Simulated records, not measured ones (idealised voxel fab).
The following is a process module called voxel quadruple lines.
For reference, the cross-section in this document is cut, with width 290 nm and square cells of 5 nm.
Just so we're on the same page, the cross-sections are grids of square cells, and they're listed out in bands top to bottom, each band one or more rows deep. Band: top height; bottom height; in nm. Then, left to right: material with width in nm, for each material. "edge to edge": a single material spanning edge to edge. "blank": empty space. The reference from which all heights are counted is 0, the level beneath which the as-received wafer is entirely one material; the lowest band, having no lower bound, proceeds downward and is written after the example "0..down". A width given as "30 to 40" starts at the first number in the band's top row and ends at the second number in its bottom row, shifting by an equal amount at every step from row to row. Where a step carries "all unchanged", the cross-section came out of it unchanged, cell for cell. Any empty space of 8 cells or more lacking an open way to the top shows up in "Enclosed void catalog" as width x height at distance, distance from the left edge, in nm. On each step's line, the part that comes after the settings is the simulator's own comment on the step. A step's line can hold "overlay nm"; with a mask on that step, the setting says how far right of the planned place the mask lay, while a negative setting says it lay to the left.
**Process steps - plan**
- 1: RECEIVE [material Si]
- 2: CONFORMAL_DEP [material SiO2] [thk nm 10]
- 3: DIRECTIONAL_DEP [material Ru] [thk nm 10]
- 4: DIRECTIONAL_DEP [material polySi] [thk nm 15]
- 5: DIRECTIONAL_DEP [material aC] [thk nm 20]
- 6: PATTERN [tone cover] [mask id MANDREL] [material resist] [width nm 20] [thk nm 25] [overlay nm 0]
- 7: DIRECTIONAL_ETCH [etch materials aC] [depth nm 20]
- 8: STRIP [etch materials resist]
- 9: CONFORMAL_DEP [material SiO2] [thk nm 10]
- 10: DIRECTIONAL_ETCH [etch materials SiO2] [depth nm 10]
- 11: STRIP [etch materials aC]
- 12: DIRECTIONAL_ETCH [etch materials polySi] [depth nm 15]
- 13: STRIP [etch materials SiO2]
- 14: CONFORMAL_DEP [material SiCN] [thk nm 5]
- 15: DIRECTIONAL_ETCH [etch materials SiCN] [depth nm 5]
- 16: STRIP [etch materials polySi]
- 17: DIRECTIONAL_ETCH [etch materials Ru] [depth nm 10]
- 18: STRIP [etch materials SiCN]
- 19: FILL_DEP [material SiO2] [thk nm 10]
- 20: CMP [height nm 20]
**First wafer out of two, processed as planned**
**Cross-section of the incoming wafer, state after step 1**
    0..down  Si edge to edge
    Enclosed void catalog: none
**Cross-section through the wafer, step 2 finished**
    10..0  SiO2 edge to edge
    Lower than 0, everything is as it was.
**Cross-section through the wafer, step 3 finished**
    20..10  Ru edge to edge
    Lower than 10, everything is as it was.
**Cross-section through the wafer, step 4 finished**
    35..20  polySi edge to edge
    Lower than 20, everything is as it was.
**Cross-section through the wafer, step 5 finished**
    55..35  aC edge to edge
    Lower than 35, everything is as it was.
**Cross-section through the wafer, step 6 finished**
    80..55  blank: 135 | resist: 20 | blank: 135
    Lower than 55, everything is as it was.
**Cross-section through the wafer, step 7 finished**
    60..55  blank: 135 | resist: 20 | blank: 135
    55..35  blank: 135 | aC: 20 | blank: 135
    Lower than 35, everything is as it was.
**Cross-section through the wafer, step 8 finished**
    55..35  blank: 135 | aC: 20 | blank: 135
    Lower than 35, everything is as it was.
**Cross-section through the wafer, step 9 finished**
    65..55  blank: 125 | SiO2: 40 | blank: 125
    55..45  blank: 125 | SiO2: 10 | aC: 20 | SiO2: 10 | blank: 125
    45..35  SiO2: 135 | aC: 20 | SiO2: 135
    Lower than 35, everything is as it was.
**Cross-section through the wafer, step 10 finished**
    55..35  blank: 125 | SiO2: 10 | aC: 20 | SiO2: 10 | blank: 125
    Lower than 35, everything is as it was.
**Cross-section through the wafer, step 11 finished**
    55..35  blank: 125 | SiO2: 10 | blank: 20 | SiO2: 10 | blank: 125
    Lower than 35, everything is as it was.
**Cross-section through the wafer, step 12 finished**
    55..35  blank: 125 | SiO2: 10 | blank: 20 | SiO2: 10 | blank: 125
    35..20  blank: 125 | polySi: 10 | blank: 20 | polySi: 10 | blank: 125
    Lower than 20, everything is as it was.
**Cross-section through the wafer, step 13 finished**
    35..20  blank: 125 | polySi: 10 | blank: 20 | polySi: 10 | blank: 125
    Lower than 20, everything is as it was.
**Cross-section through the wafer, step 14 finished**
    40..35  blank: 120 | SiCN: 20 | blank: 10 | SiCN: 20 | blank: 120
    35..25  blank: 120 | SiCN: 5 | polySi: 10 | SiCN: 5 | blank: 10 | SiCN: 5 | polySi: 10 | SiCN: 5 | blank: 120
    25..20  SiCN: 125 | polySi: 10 | SiCN: 20 | polySi: 10 | SiCN: 125
    Lower than 20, everything is as it was.
**Cross-section through the wafer, step 15 finished**
    35..20  blank: 120 | SiCN: 5 | polySi: 10 | SiCN: 5 | blank: 10 | SiCN: 5 | polySi: 10 | SiCN: 5 | blank: 120
    Lower than 20, everything is as it was.
**Cross-section through the wafer, step 16 finished**
    35..20  blank: 120 | SiCN: 5 | blank: 10 | SiCN: 5 | blank: 10 | SiCN: 5 | blank: 10 | SiCN: 5 | blank: 120
    Lower than 20, everything is as it was.
**Cross-section through the wafer, step 17 finished**
    35..20  blank: 120 | SiCN: 5 | blank: 10 | SiCN: 5 | blank: 10 | SiCN: 5 | blank: 10 | SiCN: 5 | blank: 120
    20..10  blank: 120 | Ru: 5 | blank: 10 | Ru: 5 | blank: 10 | Ru: 5 | blank: 10 | Ru: 5 | blank: 120
    Lower than 10, everything is as it was.
**Cross-section through the wafer, step 18 finished**
    20..10  blank: 120 | Ru: 5 | blank: 10 | Ru: 5 | blank: 10 | Ru: 5 | blank: 10 | Ru: 5 | blank: 120
    Lower than 10, everything is as it was.
**Cross-section through the wafer, step 19 finished**
    30..20  SiO2 edge to edge
    20..10  SiO2: 120 | Ru: 5 | SiO2: 10 | Ru: 5 | SiO2: 10 | Ru: 5 | SiO2: 10 | Ru: 5 | SiO2: 120
    Lower than 10, everything is as it was.
**Cross-section through the wafer, step 20 finished**
    20..10  SiO2: 120 | Ru: 5 | SiO2: 10 | Ru: 5 | SiO2: 10 | Ru: 5 | SiO2: 10 | Ru: 5 | SiO2: 120
    Lower than 10, everything is as it was.
**Second wafer, same starting conditions and recipe as the first, one mistake in executing it, nothing differs from the first up to and including step 15**
**Cross-section: second wafer, time at which step 16 was scheduled to end**
    35..20  blank: 125 | polySi: 10 | blank: 20 | polySi: 10 | blank: 125
    Lower than 20, everything is as it was.
**Cross-section: second wafer, time at which step 17 was scheduled to end**
    35..20  blank: 125 | polySi: 10 | blank: 20 | polySi: 10 | blank: 125
    20..10  blank: 125 | Ru: 10 | blank: 20 | Ru: 10 | blank: 125
    Lower than 10, everything is as it was.
Cross-section: second wafer, time at which step 18 was scheduled to end: all unchanged
**Cross-section: second wafer, time at which step 19 was scheduled to end**
    45..35  SiO2 edge to edge
    35..20  SiO2: 125 | polySi: 10 | SiO2: 20 | polySi: 10 | SiO2: 125
    20..10  SiO2: 125 | Ru: 10 | SiO2: 20 | Ru: 10 | SiO2: 125
    Lower than 10, everything is as it was.
**Cross-section: second wafer, time at which step 20 was scheduled to end**
    20..10  SiO2: 125 | Ru: 10 | SiO2: 20 | Ru: 10 | SiO2: 125
    Lower than 10, everything is as it was.
Against the plan, the run slipped here: step 16 was run on a setting that differed from the plan, and what really ran there is STRIP [etch materials SiCN]
Both wafers, final: cells per material equal; arrangement not.
